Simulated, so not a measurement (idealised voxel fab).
Process module, titled voxel fin reveal
Cross-section cut spans 275 nm and uses square cells 5 nm in size.
Heads up, the way a cross-section reads in here is a grid of square cells, handed over as bands from the top down, with every band being one or more rows of cells. First you get the band's top height and its bottom height, in nm, and then the materials it's made of, left to right, with each width in nm. If you see a single material with "all across", that one covers the band edge to edge. "air" is empty space. The level at which height equals 0 is the one under which the wafer, as it arrives, is entirely one material. No lower edge exists for the bottom band, which continues downward and is notated as in "top 0, no bottom". Top row gets the first number, bottom row gets the second, and each row in between changes by the same step: that is how a band width like "30..40" works. It should be understood that the words "no alteration", when stated for a given step, signify that the cross-section underwent no change in any of its cells during that step. Closed-off voids of 8+ cells (no open route to the top) go in "Unvented internal voids", written width x height at distance from the left edge, in nm. On each step's line, the part that comes after the settings is the simulator's own comment on the step. overlay nm: mask right of planned place by this much (step with mask). Neg. = left.
Here's what the planned process steps look like
1: RECEIVE,material Si
2: CONFORMAL_DEP,material SiN,thk nm 5
3: PATTERN,tone cover,mask id FINS,material resist,width nm 15,pitch nm 35,thk nm 15,overlay nm 0
4: DIRECTIONAL_ETCH,etch materials SiN,depth nm 5
5: DIRECTIONAL_ETCH,etch materials Si,depth nm 40
6: STRIP,etch materials resist
7: FILL_DEP,material SiO2,thk nm 10
8: CMP,height nm 5
9: SELECTIVE_ETCH,etch materials SiO2,depth nm 25
10: STRIP,etch materials SiN
11: CONFORMAL_DEP,material HfO2,thk nm 5
Concerning the first of two wafers, which was run in accordance with the plan
Incoming wafer, cross-sectional view, post step 1
* top 0, no bottom = Si all across
* Unvented internal voids: none
Cross-sectional representation of the wafer at the conclusion of step 2
* top 5, bottom 0 = SiN all across
* Everything under 0 stays put, no change at all.
Cross-sectional representation of the wafer at the conclusion of step 3
* top 20, bottom 5 = 75 nm air | 15 nm resist | 20 nm air | 15 nm resist | 20 nm air | 15 nm resist | 20 nm air | 15 nm resist | 80 nm air
* Everything under 5 stays put, no change at all.
Cross-sectional representation of the wafer at the conclusion of step 4
* top 20, bottom 5 = 75 nm air | 15 nm resist | 20 nm air | 15 nm resist | 20 nm air | 15 nm resist | 20 nm air | 15 nm resist | 80 nm air
* top 5, bottom 0 = 75 nm air | 15 nm SiN | 20 nm air | 15 nm SiN | 20 nm air | 15 nm SiN | 20 nm air | 15 nm SiN | 80 nm air
* Everything under 0 stays put, no change at all.
Cross-sectional representation of the wafer at the conclusion of step 5
* top 20, bottom 5 = 75 nm air | 15 nm resist | 20 nm air | 15 nm resist | 20 nm air | 15 nm resist | 20 nm air | 15 nm resist | 80 nm air
* top 5, bottom 0 = 75 nm air | 15 nm SiN | 20 nm air | 15 nm SiN | 20 nm air | 15 nm SiN | 20 nm air | 15 nm SiN | 80 nm air
* top 0, bottom -40 = 75 nm air | 15 nm Si | 20 nm air | 15 nm Si | 20 nm air | 15 nm Si | 20 nm air | 15 nm Si | 80 nm air
* Everything under -40 stays put, no change at all.
Cross-sectional representation of the wafer at the conclusion of step 6
* top 5, bottom 0 = 75 nm air | 15 nm SiN | 20 nm air | 15 nm SiN | 20 nm air | 15 nm SiN | 20 nm air | 15 nm SiN | 80 nm air
* Everything under 0 stays put, no change at all.
Cross-sectional representation of the wafer at the conclusion of step 7
* top 15, bottom 5 = SiO2 all across
* top 5, bottom 0 = 75 nm SiO2 | 15 nm SiN | 20 nm SiO2 | 15 nm SiN | 20 nm SiO2 | 15 nm SiN | 20 nm SiO2 | 15 nm SiN | 80 nm SiO2
* top 0, bottom -40 = 75 nm SiO2 | 15 nm Si | 20 nm SiO2 | 15 nm Si | 20 nm SiO2 | 15 nm Si | 20 nm SiO2 | 15 nm Si | 80 nm SiO2
* Everything under -40 stays put, no change at all.
Cross-sectional representation of the wafer at the conclusion of step 8
* top 5, bottom 0 = 75 nm SiO2 | 15 nm SiN | 20 nm SiO2 | 15 nm SiN | 20 nm SiO2 | 15 nm SiN | 20 nm SiO2 | 15 nm SiN | 80 nm SiO2
* Everything under 0 stays put, no change at all.
Cross-sectional representation of the wafer at the conclusion of step 9
* top 5, bottom 0 = 75 nm air | 15 nm SiN | 20 nm air | 15 nm SiN | 20 nm air | 15 nm SiN | 20 nm air | 15 nm SiN | 80 nm air
* top 0, bottom -20 = 75 nm air | 15 nm Si | 20 nm air | 15 nm Si | 20 nm air | 15 nm Si | 20 nm air | 15 nm Si | 80 nm air
* Everything under -20 stays put, no change at all.
Cross-sectional representation of the wafer at the conclusion of step 10
* top 0, bottom -20 = 75 nm air | 15 nm Si | 20 nm air | 15 nm Si | 20 nm air | 15 nm Si | 20 nm air | 15 nm Si | 80 nm air
* Everything under -20 stays put, no change at all.
Cross-sectional representation of the wafer at the conclusion of step 11
* top 5, bottom 0 = 70 nm air | 25 nm HfO2 | 10 nm air | 25 nm HfO2 | 10 nm air | 25 nm HfO2 | 10 nm air | 25 nm HfO2 | 75 nm air
* top 0, bottom -15 = 70 nm air | 5 nm HfO2 | 15 nm Si | 5 nm HfO2 | 10 nm air | 5 nm HfO2 | 15 nm Si | 5 nm HfO2 | 10 nm air | 5 nm HfO2 | 15 nm Si | 5 nm HfO2 | 10 nm air | 5 nm HfO2 | 15 nm Si | 5 nm HfO2 | 75 nm air
* top -15, bottom -20 = 75 nm HfO2 | 15 nm Si | 20 nm HfO2 | 15 nm Si | 20 nm HfO2 | 15 nm Si | 20 nm HfO2 | 15 nm Si | 80 nm HfO2
* Everything under -20 stays put, no change at all.
Wafer two of two - same starting point, same process plan, one mistake in execution; matches wafer one up to and including step 4
Second wafer shown in cross-section at the time step 5 was slated to end
* top 20, bottom 5 = 75 nm air | 15 nm resist | 20 nm air | 15 nm resist | 20 nm air | 15 nm resist | 20 nm air | 15 nm resist | 80 nm air
* top 5, bottom 0 = 75 nm air | 15 nm SiN | 20 nm air | 15 nm SiN | 20 nm air | 15 nm SiN | 20 nm air | 15 nm SiN | 80 nm air
* top 0, bottom -35 = 75 nm air | 15 nm Si | 20 nm air | 15 nm Si | 20 nm air | 15 nm Si | 20 nm air | 15 nm Si | 80 nm air
* Everything under -35 stays put, no change at all.
Second wafer shown in cross-section at the time step 6 was slated to end
* top 5, bottom 0 = 75 nm air | 15 nm SiN | 20 nm air | 15 nm SiN | 20 nm air | 15 nm SiN | 20 nm air | 15 nm SiN | 80 nm air
* Everything under 0 stays put, no change at all.
Second wafer shown in cross-section at the time step 7 was slated to end
* top 15, bottom 5 = SiO2 all across
* top 5, bottom 0 = 75 nm SiO2 | 15 nm SiN | 20 nm SiO2 | 15 nm SiN | 20 nm SiO2 | 15 nm SiN | 20 nm SiO2 | 15 nm SiN | 80 nm SiO2
* top 0, bottom -35 = 75 nm SiO2 | 15 nm Si | 20 nm SiO2 | 15 nm Si | 20 nm SiO2 | 15 nm Si | 20 nm SiO2 | 15 nm Si | 80 nm SiO2
* Everything under -35 stays put, no change at all.
Second wafer shown in cross-section at the time step 8 was slated to end
* top 5, bottom 0 = 75 nm SiO2 | 15 nm SiN | 20 nm SiO2 | 15 nm SiN | 20 nm SiO2 | 15 nm SiN | 20 nm SiO2 | 15 nm SiN | 80 nm SiO2
* Everything under 0 stays put, no change at all.
Second wafer shown in cross-section at the time step 9 was slated to end
* top 5, bottom 0 = 75 nm air | 15 nm SiN | 20 nm air | 15 nm SiN | 20 nm air | 15 nm SiN | 20 nm air | 15 nm SiN | 80 nm air
* top 0, bottom -20 = 75 nm air | 15 nm Si | 20 nm air | 15 nm Si | 20 nm air | 15 nm Si | 20 nm air | 15 nm Si | 80 nm air
* Everything under -20 stays put, no change at all.
Second wafer shown in cross-section at the time step 10 was slated to end
* top 0, bottom -20 = 75 nm air | 15 nm Si | 20 nm air | 15 nm Si | 20 nm air | 15 nm Si | 20 nm air | 15 nm Si | 80 nm air
* Everything under -20 stays put, no change at all.
Second wafer shown in cross-section at the time step 11 was slated to end
* top 5, bottom 0 = 70 nm air | 25 nm HfO2 | 10 nm air | 25 nm HfO2 | 10 nm air | 25 nm HfO2 | 10 nm air | 25 nm HfO2 | 75 nm air
* top 0, bottom -15 = 70 nm air | 5 nm HfO2 | 15 nm Si | 5 nm HfO2 | 10 nm air | 5 nm HfO2 | 15 nm Si | 5 nm HfO2 | 10 nm air | 5 nm HfO2 | 15 nm Si | 5 nm HfO2 | 10 nm air | 5 nm HfO2 | 15 nm Si | 5 nm HfO2 | 75 nm air
* top -15, bottom -20 = 75 nm HfO2 | 15 nm Si | 20 nm HfO2 | 15 nm Si | 20 nm HfO2 | 15 nm Si | 20 nm HfO2 | 15 nm Si | 80 nm HfO2
* Everything under -20 stays put, no change at all.
What went wrong in running the wafer? note that step 5 departed from the planned setting and was carried out as DIRECTIONAL_ETCH,etch materials Si,depth nm 35
Final difference in cells, second wafer against first, listed per material as more or fewer: Si: 43 more, SiO2: 43 fewer
